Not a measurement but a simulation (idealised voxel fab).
The process module presented herein is designated voxel transistor to metal.
Square cells of 5 nm make up the cross-section cut, whose width is 180 nm.
Notation: cross-section as square-cell grid; stated in bands, top first, going down; one or more cell rows per band.
Band: top height; bottom height; in nm. Then, left to right: material with width in nm, for each material. "everywhere": a single material spanning edge to edge. "air": empty space.
For the purposes of this specification, 0 denotes the height below which the wafer in its as-received condition is composed wholly of one material, and the lowermost band, lacking a lower limit, extends downward without end, as expressed in "0..down".
The width entry "30..40" should be interpreted row by row: the top row of cells in the band takes the first number, the bottom row takes the second number, and the change between adjacent rows is uniform throughout.
It should be understood that the words "nothing changed", when stated for a given step, signify that the cross-section underwent no change in any of its cells during that step.
Empty spaces counting at least 8 cells and having no open way to the top are listed in "Cavities, closed". The notation width x height at distance is used for each, the distance being from the left edge and all three values in nm.
What comes after the settings on a step's line is commentary from the simulator itself on that step.
What "overlay nm" on a step's line means: if the step has a mask, that mask lay this far to the right of its planned place, or, when the value is negative, to the left.
This section lists the process steps that were planned:
1) op RECEIVE | material Si
2) op CONFORMAL_DEP | material SiO2 | thk nm 5
3) op CONFORMAL_DEP | material SiN | thk nm 15
4) op MASKED_ETCH | tone cover | mask id ACTIVE | width nm 100 | etch materials SiN | depth nm 15 | overlay nm 0
5) op MASKED_ETCH | tone cover | mask id ACTIVE | width nm 100 | etch materials SiO2 | depth nm 5 | overlay nm 0
6) op MASKED_ETCH | tone cover | mask id ACTIVE | width nm 100 | etch materials Si | depth nm 20 | overlay nm 0
7) op OXIDIZE | depth nm 5
8) op FILL_DEP | material SiO2 | thk nm 10
9) op CMP | height nm 20
10) op SELECTIVE_ETCH | etch materials SiO2 | depth nm 10
11) op STRIP | etch materials SiN
12) op SELECTIVE_ETCH | etch materials SiO2 | depth nm 5
13) op OXIDIZE | depth nm 5
14) op DIRECTIONAL_DEP | material polySi | thk nm 25
15) op DIRECTIONAL_DEP | material SiCN | thk nm 10
16) op DIRECTIONAL_DEP | material aC | thk nm 10
17) op PATTERN | tone cover | mask id GATE | material resist | width nm 20 | thk nm 30 | overlay nm 0
18) op DIRECTIONAL_ETCH | etch materials aC | depth nm 10
19) op STRIP | etch materials resist
20) op DIRECTIONAL_ETCH | etch materials SiCN | depth nm 20
21) op DIRECTIONAL_ETCH | etch materials polySi | depth nm 35
22) op STRIP | etch materials aC
23) op CONFORMAL_DEP | material SiN | thk nm 10
24) op DIRECTIONAL_ETCH | etch materials SiN | depth nm 10
25) op DIRECTIONAL_ETCH | etch materials SiO2 | depth nm 5
26) op DIRECTIONAL_ETCH | etch materials Si | depth nm 10
27) op EPI | material nSi | thk nm 10
28) op FILL_DEP | material SiO2 | thk nm 5
29) op CMP | height nm 35
30) op DIRECTIONAL_DEP | material SiO2 | thk nm 15
31) op MASKED_ETCH | tone open | mask id CONTACT | width nm 20 | pitch nm 70 | etch materials SiO2 | depth nm 55 | overlay nm 0
32) op CONFORMAL_DEP | material TiN | thk nm 5
33) op FILL_DEP | material W | thk nm 5
34) op CMP | height nm 50
35) op DIRECTIONAL_DEP | material TiN | thk nm 5
36) op DIRECTIONAL_DEP | material Ru | thk nm 20
37) op MASKED_ETCH | tone cover | mask id METAL_1 | width nm 20 | pitch nm 70 | etch materials Ru | depth nm 20 | overlay nm 0
38) op MASKED_ETCH | tone cover | mask id METAL_1 | width nm 20 | pitch nm 70 | etch materials TiN | depth nm 5 | overlay nm 0
39) op FILL_DEP | material lowk | thk nm 10
40) op CMP | height nm 75
41) op CONFORMAL_DEP | material SiCN | thk nm 5
42) op DIRECTIONAL_DEP | material lowk | thk nm 30
43) op DIRECTIONAL_DEP | material aC | thk nm 10
44) op PATTERN | tone open | mask id METAL_2_HOLES | material resist | width nm 15 | pitch nm 70 | thk nm 30 | overlay nm 0
45) op DIRECTIONAL_ETCH | etch materials aC | depth nm 10
46) op STRIP | etch materials resist
47) op DIRECTIONAL_ETCH | etch materials lowk | depth nm 30
48) op STRIP | etch materials aC
49) op PATTERN | tone open | mask id METAL_2 | material resist | width nm 20 | pitch nm 70 | thk nm 20 | overlay nm 0
50) op DIRECTIONAL_ETCH | etch materials lowk | depth nm 15
51) op DIRECTIONAL_ETCH | etch materials SiCN | depth nm 5
52) op STRIP | etch materials resist
53) op CONFORMAL_DEP | material TiN | thk nm 5
54) op FILL_DEP | material Ru | thk nm 5
55) op CMP | height nm 110
56) op CONFORMAL_DEP | material SiN | thk nm 5
Here's what the wafer looked like in cross-section when it arrived - that's after step 1:
	0..down  Si everywhere
	Cavities, closed: none
Wafer at module end, in section. Began as above, planned as above, run with one mistake:
	115..110  SiN everywhere
	110..100  lowk (45)  TiN (5)  Ru (10)  TiN (5)  lowk (50)  TiN (5)  Ru (10)  TiN (5)  lowk (45)
	100..95  lowk (45)  TiN (5)  Ru (5)  TiN (10)  lowk (50)  TiN (5)  Ru (5)  TiN (10)  lowk (45)
	95..80  lowk (45)  TiN (5)  Ru (5)  TiN (5)  lowk (55)  TiN (5)  Ru (5)  TiN (5)  lowk (50)
	80..75  SiCN (45)  TiN (15)  SiCN (55)  TiN (15)  SiCN (50)
	75..55  lowk (45)  Ru (20)  lowk (50)  Ru (20)  lowk (45)
	55..50  lowk (45)  TiN (20)  lowk (50)  TiN (20)  lowk (45)
	50..35  SiO2 (45)  TiN (5)  W (10)  TiN (5)  SiO2 (50)  TiN (5)  W (10)  TiN (5)  SiO2 (45)
	35..25  SiO2 (45)  TiN (5)  W (10)  TiN (5)  SiO2 (5)  SiN (10)  SiCN (20)  SiN (10)  SiO2 (5)  TiN (5)  W (10)  TiN (5)  SiO2 (45)
	25..10  SiO2 (45)  TiN (5)  W (10)  TiN (5)  SiO2 (5)  SiN (10)  polySi (20)  SiN (10)  SiO2 (5)  TiN (5)  W (10)  TiN (5)  SiO2 (45)
	10..5  SiO2 (45)  TiN (5)  W (5)  TiN (10)  SiO2 (5)  SiN (10)  polySi (20)  SiN (10)  SiO2 (5)  TiN (10)  W (5)  TiN (5)  SiO2 (45)
	5..0  SiO2 (35)  SiN (10)  TiN (5)  W (5)  TiN (5)  nSi (10)  SiN (10)  polySi (20)  SiN (10)  nSi (10)  TiN (5)  W (5)  TiN (5)  SiN (10)  SiO2 (35)
	0..-5  SiO2 (45)  TiN (15)  nSi (10)  SiO2 (40)  nSi (10)  TiN (15)  SiO2 (45)
	-5..-15  SiO2 (45)  nSi (25)  Si (40)  nSi (25)  SiO2 (45)
	-15..down  Si everywhere
	Cavities, closed: none
Nonconformance to the process plan: so step 6 ended up running with a different setting than we planned, it ran as op MASKED_ETCH | tone cover | mask id ACTIVE | width nm 100 | etch materials Si | depth nm 10 | overlay nm 0
